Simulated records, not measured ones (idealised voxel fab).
Documented hereafter: the process module known as voxel self aligned vias.
Cross-section cut spans 200 nm and uses square cells 5 nm in size.
Throughout this document, each cross-section is represented as a grid of square cells and is presented as a sequence of bands enumerated from the top downward, where a band comprises one or more rows of cells. First you get the band's top height and its bottom height, in nm, and then the materials it's made of, left to right, with each width in nm. If you see a single material with "full width", that one covers the band edge to edge. "blank" is empty space. Height 0 is the level under which the wafer as received is all one material. The lowest band goes on downwards, as in "top 0, no bottom". So if you see something like "30 to 40" for the width, read it as the top row of the band sitting at the first number and the bottom row at the second, with every row in between moving by the same amount as the last. Step note "no modification" = no cross-section cell changed. Empty spaces without an open route to the top, at least 8 cells in extent, make up the entry "Closed void register"; each is given as width x height at distance, where the distance is measured from the left edge, and all are in nm. What comes after the settings on a step's line is commentary from the simulator itself on that step. overlay nm: right-of-plan distance of the mask on a masked step; negative values mean left-of-plan.

THIS SECTION LISTS THE PROCESS STEPS THAT WERE PLANNED
1. RECEIVE with material Si
2. CONFORMAL_DEP with material SiO2, thk nm 15
3. CONFORMAL_DEP with material SiCN, thk nm 5
4. DIRECTIONAL_DEP with material lowk, thk nm 20
5. PATTERN with tone open, mask id LINES, material resist, width nm 20, pitch nm 45, thk nm 20, overlay nm 0
6. DIRECTIONAL_ETCH with etch materials lowk, depth nm 20
7. STRIP with etch materials resist
8. CONFORMAL_DEP with material TiN, thk nm 5
9. FILL_DEP with material Ru, thk nm 10
10. CMP with height nm 40
11. SELECTIVE_ETCH with etch materials W Ru TiN, depth nm 10
12. FILL_DEP with material SiN, thk nm 10
13. CMP with height nm 40
14. DIRECTIONAL_DEP with material lowk, thk nm 15
15. MASKED_ETCH with tone open, mask id VIAS, width nm 30, pitch nm 90, etch materials lowk, depth nm 15, overlay nm 0
16. MASKED_ETCH with tone open, mask id VIAS, width nm 30, pitch nm 90, etch materials SiN, depth nm 10, overlay nm 0
17. CONFORMAL_DEP with material TiN, thk nm 5
18. FILL_DEP with material Ru, thk nm 5
19. CMP with height nm 55
20. CONFORMAL_DEP with material SiN, thk nm 5

CROSS-SECTIONAL VIEW OF THE WAFER IN ITS AS-RECEIVED CONDITION, CORRESPONDING TO THE STATE AFTER STEP 1
* top 0, no bottom = Si full width
* Closed void register: none

END-OF-MODULE XS, FIRST OF TWO WAFERS, RUN AS PLANNED
* top 60, bottom 55 = SiN full width
* top 55, bottom 45 = 40 nm lowk | 5 nm TiN | 20 nm Ru | 5 nm TiN | 60 nm lowk | 5 nm TiN | 20 nm Ru | 5 nm TiN | 40 nm lowk
* top 45, bottom 40 = 40 nm lowk | 10 nm TiN | 10 nm Ru | 10 nm TiN | 60 nm lowk | 10 nm TiN | 10 nm Ru | 10 nm TiN | 40 nm lowk
* top 40, bottom 35 = 45 nm lowk | 5 nm TiN | 10 nm Ru | 5 nm TiN | 25 nm lowk | 20 nm SiN | 25 nm lowk | 5 nm TiN | 10 nm Ru | 5 nm TiN | 45 nm lowk
* top 35, bottom 30 = 45 nm lowk | 20 nm TiN | 25 nm lowk | 20 nm SiN | 25 nm lowk | 20 nm TiN | 45 nm lowk
* top 30, bottom 25 = 45 nm lowk | 5 nm TiN | 10 nm Ru | 5 nm TiN | 25 nm lowk | 5 nm TiN | 10 nm Ru | 5 nm TiN | 25 nm lowk | 5 nm TiN | 10 nm Ru | 5 nm TiN | 45 nm lowk
* top 25, bottom 20 = 45 nm lowk | 20 nm TiN | 25 nm lowk | 20 nm TiN | 25 nm lowk | 20 nm TiN | 45 nm lowk
* top 20, bottom 15 = SiCN full width
* top 15, bottom 0 = SiO2 full width
* top 0, no bottom = Si full width
* Closed void register: none

HERE'S THE SECOND OF OUR TWO WAFERS SECTIONED AT MODULE END. SAME START AS THE FIRST, SAME PLAN, BUT ONE MISTAKE GOT MADE RUNNING IT
* top 60, bottom 55 = SiN full width
* top 55, bottom 45 = 35 nm Ru | 5 nm TiN | 30 nm lowk | 5 nm TiN | 50 nm Ru | 5 nm TiN | 30 nm lowk | 5 nm TiN | 35 nm Ru
* top 45, bottom 40 = 40 nm TiN | 30 nm lowk | 60 nm TiN | 30 nm lowk | 40 nm TiN
* top 40, bottom 30 = 45 nm lowk | 20 nm SiN | 25 nm lowk | 20 nm SiN | 25 nm lowk | 20 nm SiN | 45 nm lowk
* top 30, bottom 25 = 45 nm lowk | 5 nm TiN | 10 nm Ru | 5 nm TiN | 25 nm lowk | 5 nm TiN | 10 nm Ru | 5 nm TiN | 25 nm lowk | 5 nm TiN | 10 nm Ru | 5 nm TiN | 45 nm lowk
* top 25, bottom 20 = 45 nm lowk | 20 nm TiN | 25 nm lowk | 20 nm TiN | 25 nm lowk | 20 nm TiN | 45 nm lowk
* top 20, bottom 15 = SiCN full width
* top 15, bottom 0 = SiO2 full width
* top 0, no bottom = Si full width
* Closed void register: none
Which mistake was made when the wafer was run? note that step 15 departed from the planned setting and was carried out as MASKED_ETCH with tone cover, mask id VIAS, width nm 30, pitch nm 90, etch materials lowk, depth nm 15, overlay nm 0
Per the end-of-run cell counts, the second wafer holds more or fewer of some materials than the first: Ru: 24 more; SiN: 16 more; TiN: 8 more; lowk: 48 fewer
